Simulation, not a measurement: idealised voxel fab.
The name of this process module is voxel self aligned vias.
Section cut is 170 nm wide and gridded with 5 nm square cells.
Just so we're on the same page, the cross-sections are grids of square cells, and they're listed out in bands top to bottom, each band one or more rows deep.
For a band, the entry starts with two heights in nm, that of the top and then that of the bottom, and carries on with the band's materials in order from left to right, each alongside its width in nm; the word "throughout" beside a single material means it fills the band edge to edge, and "empty" means empty space.
Height 0 is the level under which the wafer as received is all one material. The lowest band goes on downwards, as in "0 and below".
Per-row width for "30..40": begins at first number (top row of band), ends at second number (bottom row), increment between rows held constant.
Any step labelled "left unchanged" changed none of the cells in the cross-section.
Under "Enclosed cavities" you'll find the enclosed gaps, the ones with no way out to the top, that are 8 cells or bigger; each reads width x height at distance, with distance counted from the left edge, everything in nm.
Anything after a step's settings on that line? It's the simulator's own note about the step.
The line of a step may include "overlay nm". On a step with a mask, this value is how far to the right of its planned place the mask lay. A negative value means the mask lay to the left.

## The following list gives the planned process steps
1: RECEIVE (material Si)
2: CONFORMAL_DEP (material SiO2; thk nm 10)
3: CONFORMAL_DEP (material SiCN; thk nm 5)
4: DIRECTIONAL_DEP (material lowk; thk nm 20)
5: MASKED_ETCH (tone open; mask id LINES; width nm 20; pitch nm 70; etch materials lowk; depth nm 20; overlay nm 0)
6: CONFORMAL_DEP (material TiN; thk nm 5)
7: FILL_DEP (material Ru; thk nm 5)
8: CMP (height nm 35)
9: SELECTIVE_ETCH (etch materials W Ru TiN; depth nm 10)
10: FILL_DEP (material SiN; thk nm 10)
11: CMP (height nm 35)
12: DIRECTIONAL_DEP (material lowk; thk nm 15)
13: DIRECTIONAL_DEP (material aC; thk nm 10)
14: PATTERN (tone open; mask id VIAS; material resist; width nm 30; pitch nm 70; thk nm 25; overlay nm 0)
15: DIRECTIONAL_ETCH (etch materials aC; depth nm 10)
16: STRIP (etch materials resist)
17: DIRECTIONAL_ETCH (etch materials lowk; depth nm 15)
18: DIRECTIONAL_ETCH (etch materials SiN; depth nm 10)
19: STRIP (etch materials aC)
20: CONFORMAL_DEP (material TiN; thk nm 5)
21: FILL_DEP (material W; thk nm 10)
22: CMP (height nm 50)
23: CONFORMAL_DEP (material SiCN; thk nm 5)
The width nm used in step 14 is not the same on every wafer, whereas the starting condition is; the value printed in the plan is the first wafer's.

## The first of several wafers in cross-section, exactly as it reached us after step 1
    0 and below: Si throughout
    Enclosed cavities: none

## Basically each wafer gets a line in the table, showing it at the end of the module: material by material, the cells it gained (+) or lost (-) since we got it, then its closed voids
width nm 30, +4 Ru, +68 SiCN, +68 SiO2, +40 TiN, +24 W, +170 lowk, Enclosed cavities: none
width nm 35, +4 Ru, +68 SiCN, +68 SiO2, +42 TiN, +28 W, +164 lowk, Enclosed cavities: none
width nm 40, +4 Ru, +68 SiCN, +68 SiO2, +44 TiN, +32 W, +158 lowk, Enclosed cavities: none
width nm 45, +4 Ru, +68 SiCN, +68 SiO2, +46 TiN, +36 W, +152 lowk, Enclosed cavities: none
width nm 50, +4 Ru, +68 SiCN, +68 SiO2, +48 TiN, +40 W, +146 lowk, Enclosed cavities: none
width nm 55, +4 Ru, +68 SiCN, +68 SiO2, +50 TiN, +44 W, +140 lowk, Enclosed cavities: none
